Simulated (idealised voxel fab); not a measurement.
Process module, titled voxel transistor to metal
FYI the section here is cut, 280 nm wide, cells are 5 nm squares.
Heads up, the way a cross-section reads in here is a grid of square cells, handed over as bands from the top down, with every band being one or more rows of cells.
Each band's line starts with the height of the band's top and of its bottom, in nm. Then come its materials from left to right, each with its width in nm. One material with "throughout" fills the band from edge to edge. "empty" is empty space.
Heights are reckoned from 0. Under this level, the received wafer is all of one material. The bottommost band is open-ended downward, for example "from 0 down".
Read "30..40" as a graded width: first number on top, second number at the bottom, same change between each pair of neighbouring rows.
The designation "nothing different", where it is given for a processing step, indicates that no cell of the cross-section was altered in the course of that step.
The entry titled "Trapped void list" provides the empty spaces that have no open way to the top, restricted to those of 8 cells or more. Each is presented as width x height at distance, the distance being measured from the left edge, with all three in nm.
Past the settings on a step's line: simulator remark, on that step.
When a step includes a mask, the "overlay nm" setting on its line states how far to the right of its planned place that mask lay, and negative values state how far to the left.
**This section lists the process steps that were planned**
| 1 | RECEIVE [material Si] |
| 2 | OXIDIZE [depth nm 5] |
| 3 | CONFORMAL_DEP [material SiN] [thk nm 10] |
| 4 | MASKED_ETCH [tone cover] [mask id ACTIVE] [width nm 110] [pitch nm 140] [etch materials SiN] [depth nm 10] [overlay nm 0] |
| 5 | MASKED_ETCH [tone cover] [mask id ACTIVE] [width nm 110] [pitch nm 140] [etch materials SiO2] [depth nm 5] [overlay nm 0] |
| 6 | MASKED_ETCH [tone cover] [mask id ACTIVE] [width nm 110] [pitch nm 140] [etch materials Si] [depth nm 25] [overlay nm 0] |
| 7 | FILL_DEP [material SiO2] [thk nm 15] |
| 8 | CMP [height nm 10] |
| 9 | SELECTIVE_ETCH [etch materials SiO2] [depth nm 5] |
| 10 | STRIP [etch materials SiN] |
| 11 | SELECTIVE_ETCH [etch materials SiO2] [depth nm 5] |
| 12 | OXIDIZE [depth nm 5] |
| 13 | DIRECTIONAL_DEP [material polySi] [thk nm 20] |
| 14 | DIRECTIONAL_DEP [material SiCN] [thk nm 15] |
| 15 | DIRECTIONAL_DEP [material aC] [thk nm 10] |
| 16 | PATTERN [tone cover] [mask id GATE] [material resist] [width nm 30] [pitch nm 140] [thk nm 30] [overlay nm 0] |
| 17 | DIRECTIONAL_ETCH [etch materials aC] [depth nm 10] |
| 18 | STRIP [etch materials resist] |
| 19 | DIRECTIONAL_ETCH [etch materials SiCN] [depth nm 25] |
| 20 | DIRECTIONAL_ETCH [etch materials polySi] [depth nm 30] |
| 21 | STRIP [etch materials aC] |
| 22 | CONFORMAL_DEP [material SiN] [thk nm 10] |
| 23 | DIRECTIONAL_ETCH [etch materials SiN] [depth nm 10] |
| 24 | DIRECTIONAL_ETCH [etch materials SiO2] [depth nm 5] |
| 25 | DIRECTIONAL_ETCH [etch materials Si] [depth nm 5] |
| 26 | EPI [material pSi] [thk nm 5] |
| 27 | FILL_DEP [material SiO2] [thk nm 5] |
| 28 | CMP [height nm 15] |
| 29 | STRIP [etch materials polySi] |
| 30 | SELECTIVE_ETCH [etch materials SiO2] [depth nm 5] |
| 31 | CONFORMAL_DEP [material HfO2] [thk nm 5] |
| 32 | CONFORMAL_DEP [material TiN] [thk nm 5] |
| 33 | FILL_DEP [material W] [thk nm 5] |
| 34 | CMP [height nm 10] |
| 35 | DIRECTIONAL_DEP [material SiO2] [thk nm 15] |
| 36 | DIRECTIONAL_DEP [material aC] [thk nm 10] |
| 37 | PATTERN [tone open] [mask id CONTACT] [material resist] [width nm 20] [thk nm 25] [overlay nm 0] |
| 38 | DIRECTIONAL_ETCH [etch materials aC] [depth nm 10] |
| 39 | STRIP [etch materials resist] |
| 40 | DIRECTIONAL_ETCH [etch materials SiO2] [depth nm 35] |
| 41 | STRIP [etch materials aC] |
| 42 | CONFORMAL_DEP [material TiN] [thk nm 5] |
| 43 | FILL_DEP [material W] [thk nm 10] |
| 44 | CMP [height nm 25] |
| 45 | CONFORMAL_DEP [material SiN] [thk nm 5] |
| 46 | DIRECTIONAL_DEP [material SiO2] [thk nm 20] |
| 47 | DIRECTIONAL_DEP [material aC] [thk nm 15] |
| 48 | PATTERN [tone open] [mask id METAL_1] [material resist] [width nm 20] [thk nm 35] [overlay nm 0] |
| 49 | DIRECTIONAL_ETCH [etch materials aC] [depth nm 15] |
| 50 | STRIP [etch materials resist] |
| 51 | DIRECTIONAL_ETCH [etch materials SiO2] [depth nm 20] |
| 52 | DIRECTIONAL_ETCH [etch materials SiN] [depth nm 5] |
| 53 | STRIP [etch materials aC] |
| 54 | CONFORMAL_DEP [material TiN] [thk nm 5] |
| 55 | FILL_DEP [material Cu] [thk nm 5] |
| 56 | CMP [height nm 50] |
| 57 | EPI [material Ru] [thk nm 5] |
| 58 | FILL_DEP [material SiCN] [thk nm 5] |
| 59 | DIRECTIONAL_DEP [material lowk] [thk nm 30] |
| 60 | MASKED_ETCH [tone open] [mask id METAL_2_HOLES] [width nm 15] [pitch nm 140] [etch materials lowk] [depth nm 30] [overlay nm 0] |
| 61 | PATTERN [tone open] [mask id METAL_2] [material resist] [width nm 20] [pitch nm 140] [thk nm 15] [overlay nm 0] |
| 62 | DIRECTIONAL_ETCH [etch materials lowk] [depth nm 15] |
| 63 | DIRECTIONAL_ETCH [etch materials SiCN] [depth nm 5] |
| 64 | STRIP [etch materials resist] |
| 65 | CONFORMAL_DEP [material TiN] [thk nm 5] |
| 66 | FILL_DEP [material Cu] [thk nm 5] |
| 67 | CMP [height nm 90] |
| 68 | CONFORMAL_DEP [material SiCN] [thk nm 5] |
**Cross-section of the wafer upon arrival, representing the state reached after step 1**
- from 0 down  Si throughout
- Trapped void list: none
**First of two wafers at the end of the module, shown in cross-section; run carried out as planned**
- from 95 to 90  SiCN throughout
- from 90 to 80  lowk: 20, then TiN: 5, then Cu: 10, then TiN: 5, then lowk: 120, then TiN: 5, then Cu: 10, then TiN: 5, then lowk: 100
- from 80 to 75  lowk: 20, then TiN: 5, then Cu: 5, then TiN: 10, then lowk: 120, then TiN: 5, then Cu: 5, then TiN: 10, then lowk: 100
- from 75 to 60  lowk: 20, then TiN: 5, then Cu: 5, then TiN: 5, then lowk: 125, then TiN: 5, then Cu: 5, then TiN: 5, then lowk: 105
- from 60 to 55  SiCN: 20, then TiN: 15, then SiCN: 125, then TiN: 15, then SiCN: 105
- from 55 to 50  SiCN: 15, then Ru: 30, then SiCN: 50, then Ru: 30, then SiCN: 30, then Ru: 30, then SiCN: 50, then Ru: 30, then SiCN: 15
- from 50 to 30  SiO2: 20, then TiN: 5, then Cu: 10, then TiN: 5, then SiO2: 60, then TiN: 5, then Cu: 10, then TiN: 5, then SiO2: 40, then TiN: 5, then Cu: 10, then TiN: 5, then SiO2: 60, then TiN: 5, then Cu: 10, then TiN: 5, then SiO2: 20
- from 30 to 25  SiN: 20, then TiN: 20, then SiN: 60, then TiN: 20, then SiN: 40, then TiN: 20, then SiN: 60, then TiN: 20, then SiN: 20
- from 25 to 10  SiO2: 20, then TiN: 5, then W: 10, then TiN: 5, then SiO2: 60, then TiN: 5, then W: 10, then TiN: 5, then SiO2: 40, then TiN: 5, then W: 10, then TiN: 5, then SiO2: 60, then TiN: 5, then W: 10, then TiN: 5, then SiO2: 20
- from 10 to 0  SiO2: 20, then TiN: 5, then W: 10, then TiN: 5, then SiO2: 5, then SiN: 10, then HfO2: 5, then TiN: 5, then W: 10, then TiN: 5, then HfO2: 5, then SiN: 10, then SiO2: 5, then TiN: 5, then W: 10, then TiN: 5, then SiO2: 40, then TiN: 5, then W: 10, then TiN: 5, then SiO2: 5, then SiN: 10, then HfO2: 5, then TiN: 5, then W: 10, then TiN: 5, then HfO2: 5, then SiN: 10, then SiO2: 5, then TiN: 5, then W: 10, then TiN: 5, then SiO2: 20
- from 0 to -5  SiO2: 10, then SiN: 10, then TiN: 10, then W: 5, then TiN: 5, then SiO2: 5, then SiN: 10, then HfO2: 5, then TiN: 20, then HfO2: 5, then SiN: 10, then SiO2: 5, then TiN: 5, then W: 5, then TiN: 10, then SiN: 10, then SiO2: 20, then SiN: 10, then TiN: 10, then W: 5, then TiN: 5, then SiO2: 5, then SiN: 10, then HfO2: 5, then TiN: 20, then HfO2: 5, then SiN: 10, then SiO2: 5, then TiN: 5, then W: 5, then TiN: 10, then SiN: 10, then SiO2: 10
- from -5 to -10  SiO2: 20, then pSi: 5, then TiN: 15, then pSi: 5, then SiO2: 5, then HfO2: 40, then SiO2: 5, then pSi: 5, then TiN: 15, then pSi: 5, then SiO2: 40, then pSi: 5, then TiN: 15, then pSi: 5, then SiO2: 5, then HfO2: 40, then SiO2: 5, then pSi: 5, then TiN: 15, then pSi: 5, then SiO2: 20
- from -10 to -15  SiO2: 15, then Si: 5, then pSi: 25, then Si: 50, then pSi: 25, then Si: 5, then SiO2: 30, then Si: 5, then pSi: 25, then Si: 50, then pSi: 25, then Si: 5, then SiO2: 15
- from -15 to -30  SiO2: 15, then Si: 110, then SiO2: 30, then Si: 110, then SiO2: 15
- from -30 down  Si throughout
- Trapped void list: none
**Cross-section, wafer two of two, end of module: same start and plan as wafer one, one error in execution**
- from 95 to 90  SiCN throughout
- from 90 to 80  lowk: 20, then TiN: 5, then Cu: 10, then TiN: 5, then lowk: 120, then TiN: 5, then Cu: 10, then TiN: 5, then lowk: 100
- from 80 to 75  lowk: 20, then TiN: 5, then Cu: 5, then TiN: 10, then lowk: 120, then TiN: 5, then Cu: 5, then TiN: 10, then lowk: 100
- from 75 to 60  lowk: 20, then TiN: 5, then Cu: 5, then TiN: 5, then lowk: 125, then TiN: 5, then Cu: 5, then TiN: 5, then lowk: 105
- from 60 to 55  SiCN: 20, then TiN: 15, then SiCN: 125, then TiN: 15, then SiCN: 105
- from 55 to 50  SiCN: 15, then Ru: 30, then SiCN: 50, then Ru: 30, then SiCN: 30, then Ru: 30, then SiCN: 50, then Ru: 30, then SiCN: 15
- from 50 to 30  SiO2: 20, then TiN: 5, then Cu: 10, then TiN: 5, then SiO2: 60, then TiN: 5, then Cu: 10, then TiN: 5, then SiO2: 40, then TiN: 5, then Cu: 10, then TiN: 5, then SiO2: 60, then TiN: 5, then Cu: 10, then TiN: 5, then SiO2: 20
- from 30 to 25  SiN: 20, then TiN: 20, then SiN: 60, then TiN: 20, then SiN: 40, then TiN: 20, then SiN: 60, then TiN: 20, then SiN: 20
- from 25 to 10  SiO2: 20, then Ru: 5, then W: 10, then Ru: 5, then SiO2: 60, then Ru: 5, then W: 10, then Ru: 5, then SiO2: 40, then Ru: 5, then W: 10, then Ru: 5, then SiO2: 60, then Ru: 5, then W: 10, then Ru: 5, then SiO2: 20
- from 10 to 0  SiO2: 20, then Ru: 5, then W: 10, then Ru: 5, then SiO2: 5, then SiN: 10, then HfO2: 5, then TiN: 5, then W: 10, then TiN: 5, then HfO2: 5, then SiN: 10, then SiO2: 5, then Ru: 5, then W: 10, then Ru: 5, then SiO2: 40, then Ru: 5, then W: 10, then Ru: 5, then SiO2: 5, then SiN: 10, then HfO2: 5, then TiN: 5, then W: 10, then TiN: 5, then HfO2: 5, then SiN: 10, then SiO2: 5, then Ru: 5, then W: 10, then Ru: 5, then SiO2: 20
- from 0 to -5  SiO2: 10, then SiN: 10, then Ru: 10, then W: 5, then Ru: 5, then SiO2: 5, then SiN: 10, then HfO2: 5, then TiN: 20, then HfO2: 5, then SiN: 10, then SiO2: 5, then Ru: 5, then W: 5, then Ru: 10, then SiN: 10, then SiO2: 20, then SiN: 10, then Ru: 10, then W: 5, then Ru: 5, then SiO2: 5, then SiN: 10, then HfO2: 5, then TiN: 20, then HfO2: 5, then SiN: 10, then SiO2: 5, then Ru: 5, then W: 5, then Ru: 10, then SiN: 10, then SiO2: 10
- from -5 to -10  SiO2: 20, then pSi: 5, then Ru: 15, then pSi: 5, then SiO2: 5, then HfO2: 40, then SiO2: 5, then pSi: 5, then Ru: 15, then pSi: 5, then SiO2: 40, then pSi: 5, then Ru: 15, then pSi: 5, then SiO2: 5, then HfO2: 40, then SiO2: 5, then pSi: 5, then Ru: 15, then pSi: 5, then SiO2: 20
- from -10 to -15  SiO2: 15, then Si: 5, then pSi: 25, then Si: 50, then pSi: 25, then Si: 5, then SiO2: 30, then Si: 5, then pSi: 25, then Si: 50, then pSi: 25, then Si: 5, then SiO2: 15
- from -15 to -30  SiO2: 15, then Si: 110, then SiO2: 30, then Si: 110, then SiO2: 15
- from -30 down  Si throughout
- Trapped void list: none
What was the processing mistake? step 42 ran as: CONFORMAL_DEP [material Ru] [thk nm 5]
Final cells, second wafer relative to first, materials higher or lower: +64 Ru | -64 TiN
